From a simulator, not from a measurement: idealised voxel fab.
process module | voxel self aligned contacts
cross-section cut | 155 nm wide | cells 5 nm
A cross-section is a grid of square cells, given in bands from the top down. A band is one or more rows of cells.
Each band's line starts with the height of the band's top and of its bottom, in nm. Then come its materials from left to right, each with its width in nm. One material with "throughout" fills the band from edge to edge. "air" is empty space.
Height 0 is the level under which the wafer as received is all one material. The lowest band goes on downwards, as in "0 down".
A width such as "30 to 40" changes by the same amount from each row of cells to the next, from the band's top row to its bottom row.
"no change" after a step means that no cell of the cross-section changed.
closed voids: empty space of 8 cells or more with no open way to the top, each as width x height at its distance from the left edge, in nm
after a step's settings: what the simulator itself notes on the step
overlay nm, on a step with a mask: how far to the right of its planned place the mask lay; to the left if negative
plan
1 op RECEIVE | material Si
2 op OXIDIZE | depth nm 5
3 op DIRECTIONAL_DEP | material polySi | thk nm 20
4 op DIRECTIONAL_DEP | material SiN | thk nm 25
5 op MASKED_ETCH | tone cover | mask id GATE | width nm 35 | pitch nm 75 | etch materials SiN | depth nm 25 | overlay nm 0
6 op MASKED_ETCH | tone cover | mask id GATE | width nm 35 | pitch nm 75 | etch materials polySi | depth nm 20 | overlay nm 0
7 op CONFORMAL_DEP | material SiN | thk nm 10
8 op DIRECTIONAL_ETCH | etch materials SiN | depth nm 10
9 op FILL_DEP | material SiO2 | thk nm 15
10 op CMP | height nm 50
11 op DIRECTIONAL_DEP | material aC | thk nm 10
12 op PATTERN | tone open | mask id CONTACT | material resist | width nm 60 | thk nm 25 | overlay nm 0
13 op DIRECTIONAL_ETCH | etch materials aC | depth nm 10
14 op STRIP | etch materials resist
15 op DIRECTIONAL_ETCH | etch materials SiO2 | depth nm 55
16 op STRIP | etch materials aC
17 op CONFORMAL_DEP | material TiN | thk nm 5
18 op FILL_DEP | material W | thk nm 5
19 op CMP | height nm 50
20 op CONFORMAL_DEP | material SiCN | thk nm 5
as received, after step 1
  0 down: Si throughout
  closed voids: none
a wafer at the end: this start, this plan, one mistake
  55 to 50: SiCN throughout
  50 to 45: SiO2 40 | TiN 30 | W 10 | TiN 30 | SiO2 45
  45 to 20: SiO2 10 | SiN 55 | TiN 5 | W 10 | TiN 5 | SiN 55 | SiO2 15
  20 to 0: SiO2 10 | SiN 10 | polySi 35 | SiN 10 | TiN 5 | W 10 | TiN 5 | SiN 10 | polySi 35 | SiN 10 | SiO2 15
  0 to -5: SiO2 65 | TiN 20 | SiO2 70
  -5 down: Si throughout
  closed voids: none
what went wrong: step 12 ran as: op PATTERN | tone open | mask id CONTACT | material resist | width nm 70 | thk nm 25 | overlay nm 0
